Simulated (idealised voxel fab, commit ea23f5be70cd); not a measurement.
process module | voxel wiring stack
cross-section cut | 240 nm wide | cells 5 nm
A cross-section is a grid of square cells, given in bands from the top down. A band is one or more rows of cells.
Each band's line starts with the height of the band's top and of its bottom, in nm. Then come its materials from left to right, each with its width in nm. One material with "throughout" fills the band from edge to edge. "air" is empty space.
Height 0 is the level under which the wafer as received is all one material. The lowest band goes on downwards, as in "0 down".
A width such as "30 to 40" changes by the same amount from each row of cells to the next, from the band's top row to its bottom row.
"no change" after a step means that no cell of the cross-section changed.
closed voids: empty space of 8 cells or more with no open way to the top, each as width x height at its distance from the left edge, in nm
after a step's settings: what the simulator itself notes on the step
overlay nm, on a step with a mask: how far to the right of its planned place the mask lay; to the left if negative
plan
1 op RECEIVE | material Si
2 op CONFORMAL_DEP | material SiO2 | thk nm 10
3 op DIRECTIONAL_DEP | material TiN | thk nm 5
4 op DIRECTIONAL_DEP | material Ru | thk nm 15
5 op DIRECTIONAL_DEP | material aC | thk nm 10
6 op PATTERN | tone cover | mask id METAL_1 | material resist | width nm 20 | pitch nm 50 | thk nm 30 | overlay nm 0
7 op DIRECTIONAL_ETCH | etch materials aC | depth nm 10
8 op STRIP | etch materials resist
9 op DIRECTIONAL_ETCH | etch materials Ru | depth nm 15
10 op DIRECTIONAL_ETCH | etch materials TiN | depth nm 5
11 op STRIP | etch materials aC
12 op CONFORMAL_DEP | material SiN | thk nm 5
13 op FILL_DEP | material SiO2 | thk nm 10
14 op CMP | height nm 30
15 op CONFORMAL_DEP | material SiCN | thk nm 5
16 op DIRECTIONAL_DEP | material lowk | thk nm 10
17 op PATTERN | tone open | mask id PLUG_1 | material resist | width nm 15 | pitch nm 50 | thk nm 15 | overlay nm 0
18 op DIRECTIONAL_ETCH | etch materials lowk | depth nm 10
19 op DIRECTIONAL_ETCH | etch materials SiCN | depth nm 5
20 op STRIP | etch materials resist
21 op EPI | material Ru | thk nm 10
22 op EPI | material Ru | thk nm 5
23 op CONFORMAL_DEP | material SiN | thk nm 5
24 op DIRECTIONAL_DEP | material SiO2 | thk nm 20
25 op PATTERN | tone open | mask id METAL_2 | material resist | width nm 20 | pitch nm 50 | thk nm 15 | overlay nm 0
26 op DIRECTIONAL_ETCH | etch materials SiO2 | depth nm 20
27 op DIRECTIONAL_ETCH | etch materials SiN | depth nm 5
28 op STRIP | etch materials resist
29 op CONFORMAL_DEP | material TiN | thk nm 5
30 op FILL_DEP | material Cu | thk nm 5
31 op CMP | height nm 70
32 op EPI | material Ru | thk nm 5
33 op FILL_DEP | material SiCN | thk nm 5
34 op DIRECTIONAL_DEP | material SiO2 | thk nm 15
35 op MASKED_ETCH | tone open | mask id PLUG_2 | width nm 15 | pitch nm 50 | etch materials SiO2 | depth nm 15 | overlay nm 0
36 op MASKED_ETCH | tone open | mask id PLUG_2 | width nm 15 | pitch nm 50 | etch materials SiCN | depth nm 5 | overlay nm 0
37 op EPI | material Ru | thk nm 10
38 op EPI | material Ru | thk nm 10
39 op DIRECTIONAL_DEP | material TiN | thk nm 5
40 op DIRECTIONAL_DEP | material Ru | thk nm 25
41 op MASKED_ETCH | tone cover | mask id METAL_3 | width nm 20 | pitch nm 50 | etch materials Ru | depth nm 25 | overlay nm 0
42 op MASKED_ETCH | tone cover | mask id METAL_3 | width nm 20 | pitch nm 50 | etch materials TiN | depth nm 5 | overlay nm 0
43 op FILL_DEP | material lowk | thk nm 5
44 op CMP | height nm 125
45 op CONFORMAL_DEP | material SiN | thk nm 5
as received, after step 1
  0 down: Si throughout
  closed voids: none
a wafer at the end: this start, this plan, one mistake
  130 to 125: SiN throughout
  125 to 120: lowk 75 | Ru 5 | lowk 45 | Ru 5 | lowk 45 | Ru 5 | lowk 60
  120 to 100: lowk 60 | Ru 20 | lowk 30 | Ru 20 | lowk 30 | Ru 20 | lowk 60
  100 to 95: lowk 60 | Ru 15 | TiN 5 | lowk 30 | Ru 15 | TiN 5 | lowk 30 | Ru 15 | TiN 5 | lowk 60
  95 to 90: SiCN 60 | TiN 15 | SiCN 35 | TiN 15 | SiCN 35 | TiN 15 | SiCN 65
  90 to 85: SiCN 55 | SiO2 30 | SiCN 20 | SiO2 30 | SiCN 20 | SiO2 30 | SiCN 55
  85 to 75: SiO2 throughout
  75 to 70: SiO2 55 | Ru 30 | SiO2 20 | Ru 30 | SiO2 20 | Ru 30 | SiO2 55
  70 to 50: SiO2 60 | TiN 5 | Cu 10 | TiN 5 | SiO2 30 | TiN 5 | Cu 10 | TiN 5 | SiO2 30 | TiN 5 | Cu 10 | TiN 5 | SiO2 60
  50 to 45: SiN 60 | TiN 20 | SiN 30 | TiN 20 | SiN 30 | TiN 20 | SiN 60
  45 to 35: lowk 60 | Ru 15 | lowk 35 | Ru 15 | lowk 35 | Ru 15 | lowk 65
  35 to 30: SiCN 60 | Ru 15 | SiCN 35 | Ru 15 | SiCN 35 | Ru 15 | SiCN 65
  30 to 15: SiO2 55 | SiN 5 | Ru 20 | SiN 5 | SiO2 20 | SiN 5 | Ru 20 | SiN 5 | SiO2 20 | SiN 5 | Ru 20 | SiN 5 | SiO2 55
  15 to 10: SiN 60 | TiN 20 | SiN 30 | TiN 20 | SiN 30 | TiN 20 | SiN 60
  10 to 0: SiO2 throughout
  0 down: Si throughout
  closed voids: none
what went wrong: steps 33 and 34 were swapped
